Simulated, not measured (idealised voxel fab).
process module | voxel lift off
cross-section cut | 300 nm wide | cells 5 nm
A cross-section is a grid of square cells, given in bands from the top down. A band is one or more rows of cells.
Each band's line starts with the height of the band's top and of its bottom, in nm. Then come its materials from left to right, each with its width in nm. One material with "throughout" fills the band from edge to edge. "air" is empty space.
Height 0 is the level under which the wafer as received is all one material. The lowest band goes on downwards, as in "0 down".
A width such as "30 to 40" changes by the same amount from each row of cells to the next, from the band's top row to its bottom row.
"no change" after a step means that no cell of the cross-section changed.
closed voids: empty space of 8 cells or more with no open way to the top, each as width x height at its distance from the left edge, in nm
after a step's settings: what the simulator itself notes on the step
overlay nm, on a step with a mask: how far to the right of its planned place the mask lay; to the left if negative
plan
1 op RECEIVE | material Si
2 op CONFORMAL_DEP | material SiN | thk nm 5
3 op PATTERN | tone open | mask id LINES | material resist | width nm 25 | pitch nm 50 | thk nm 20 | overlay nm 0
4 op DIRECTIONAL_DEP | material Ru | thk nm 10
5 op STRIP | etch materials resist
6 op CONFORMAL_DEP | material SiN | thk nm 5
first wafer, as planned
as received, after step 1
  0 down: Si throughout
  closed voids: none
after step 2
  5 to 0: SiN throughout
  below 0: unchanged
after step 3
  25 to 5: resist 85 | air 25 | resist 25 | air 25 | resist 25 | air 25 | resist 90
  below 5: unchanged
after step 4
  35 to 25: Ru 85 | air 25 | Ru 25 | air 25 | Ru 25 | air 25 | Ru 90
  25 to 15: resist 85 | air 25 | resist 25 | air 25 | resist 25 | air 25 | resist 90
  15 to 5: resist 85 | Ru 25 | resist 25 | Ru 25 | resist 25 | Ru 25 | resist 90
  below 5: unchanged
after step 5
  15 to 5: air 85 | Ru 25 | air 25 | Ru 25 | air 25 | Ru 25 | air 90
  below 5: unchanged
after step 6
  20 to 15: air 80 | SiN 35 | air 15 | SiN 35 | air 15 | SiN 35 | air 85
  15 to 10: air 80 | SiN 5 | Ru 25 | SiN 5 | air 15 | SiN 5 | Ru 25 | SiN 5 | air 15 | SiN 5 | Ru 25 | SiN 5 | air 85
  10 to 5: SiN 85 | Ru 25 | SiN 25 | Ru 25 | SiN 25 | Ru 25 | SiN 90
  below 5: unchanged
second wafer: like start, like plan, one mistake. Through step 5 it matches the first wafer
when step 6 should have ended: no change
what went wrong: step 6 was left out
at the end the second wafer has, in cells: 72 fewer of SiN
